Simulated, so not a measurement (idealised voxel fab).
This is a process module. Its name is voxel released beams.
We display cut, a cross-section 245 nm in width whose square cells are each 5 nm.
Cross-section format: a grid of square cells, given as bands from top to bottom; each band is one or more rows of cells.
Quick guide to a band line: top height, bottom height (nm) up front; then every material left to right with its width in nm. Only one material and it's marked "throughout"? Then it fills the band edge to edge. And "air" just means empty space.
Ref level 0: as-received wafer is one material below here. Bottom band extends down with no lower bound ("top 0, no bottom").
You'd read "30->40" like this: the band's top row of cells is as wide as the first number, its bottom row is as wide as the second, and going down, every row changes width by the same amount as the row before did.
Step note "remains unaltered" = no cross-section cell changed.
In "Closed voids list" the enclosed voids are listed, meaning empty spaces of 8 cells or larger without any opening to the top. The form is width x height at distance, distance from the left edge, units nm.
If you see something after the settings on a step's line, that's the simulator's own remark about that step.
The setting "overlay nm" may be written on the line of a step. When the step uses a mask, the value reports how far to the right of the planned place the mask lay, and a negative value reports that it lay to the left.
-- This section lists the process steps that were planned
1. op RECEIVE | material Si
2. op CONFORMAL_DEP | material Al2O3 | thk nm 5
3. op DIRECTIONAL_DEP | material SiO2 | thk nm 15
4. op PATTERN | tone open | mask id ANCHOR | material resist | width nm 45 | thk nm 15 | overlay nm 0
5. op DIRECTIONAL_ETCH | etch materials SiO2 | depth nm 15
6. op STRIP | etch materials resist
7. op CONFORMAL_DEP | material W | thk nm 15
8. op PATTERN | tone cover | mask id BEAM | material resist | width nm 105 | thk nm 20 | overlay nm 0
9. op DIRECTIONAL_ETCH | etch materials W | depth nm 15
10. op STRIP | etch materials resist
11. op STRIP | etch materials SiO2
-- Cross-section of the wafer as it came to us, i.e., already through step 1
top 0, no bottom | Si throughout
Closed voids list: none
-- Final cross-section, module run with one mistake (start and plan as above)
top 35, bottom 20 | 65 nm air / 25 nm W / 15 nm air / 65 nm W / 75 nm air
top 20, bottom 5 | 75 nm air / 45 nm W / 125 nm air
top 5, bottom 0 | Al2O3 throughout
top 0, no bottom | Si throughout
Closed voids list: none
What went wrong in running the wafer? step 4: run off-plan, actual operation and settings op PATTERN | tone open | mask id ANCHOR | material resist | width nm 45 | thk nm 15 | overlay nm 5
